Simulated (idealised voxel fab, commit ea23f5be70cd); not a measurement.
The document below concerns the process module designated voxel fin reveal.
Square cells of 5 nm make up the cross-section cut, whose width is 285 nm.
Heads up, the way a cross-section reads in here is a grid of square cells, handed over as bands from the top down, with every band being one or more rows of cells. For a band, the entry starts with two heights in nm, that of the top and then that of the bottom, and carries on with the band's materials in order from left to right, each alongside its width in nm; the word "throughout" beside a single material means it fills the band edge to edge, and "empty" means empty space. Heights are reckoned from 0. Under this level, the received wafer is all of one material. The bottommost band is open-ended downward, for example "0 down". Think of "30->40" as a width that walks from the first number to the second as you go down the band, top row to bottom row, taking equal-sized steps from row to row. For the purposes of this document, the phrase "no change occurred" attached to a step denotes that no cell within the cross-section was modified by that step. Entry "Enclosed void inventory" = empty spaces >= 8 cells with no open way to the top; each as width x height at distance, distance from left edge, all nm. Text after the settings on a step's line: the simulator's own remark on that step. You can add "overlay nm" to a step's line. For a step with a mask, it describes how far the mask lay to the right of its planned position, and a negative number describes a lay to the left.
Process steps (planned)
1 RECEIVE: material Si
2 CONFORMAL_DEP: material SiN, thk nm 5
3 MASKED_ETCH: tone cover, mask id FINS, width nm 15, pitch nm 45, etch materials SiN, depth nm 5, overlay nm 0
4 MASKED_ETCH: tone cover, mask id FINS, width nm 15, pitch nm 45, etch materials Si, depth nm 40, overlay nm 0
5 FILL_DEP: material SiO2, thk nm 5
6 CMP: height nm 5
7 SELECTIVE_ETCH: etch materials SiO2, depth nm 30
8 STRIP: etch materials SiN
Here's what the wafer looked like in cross-section when it arrived - that's after step 1
0 down: Si throughout
Enclosed void inventory: none
Look at the cross-section after the module: the wafer started out the way shown above and the plan was the one shown above, yet one mistake was made along the way
0 to -25: empty=110  Si=15  empty=30  Si=15  empty=115
-25 to -30: SiO2=80  empty=30  Si=15  empty=30  Si=15  empty=30  SiO2=85
-30 to -40: SiO2=110  Si=15  SiO2=30  Si=15  SiO2=115
-40 down: Si throughout
Enclosed void inventory: none
In executing the process, a mistake was made relative to the plan: contrary to the plan, steps 7 and 8 were processed in exchanged order
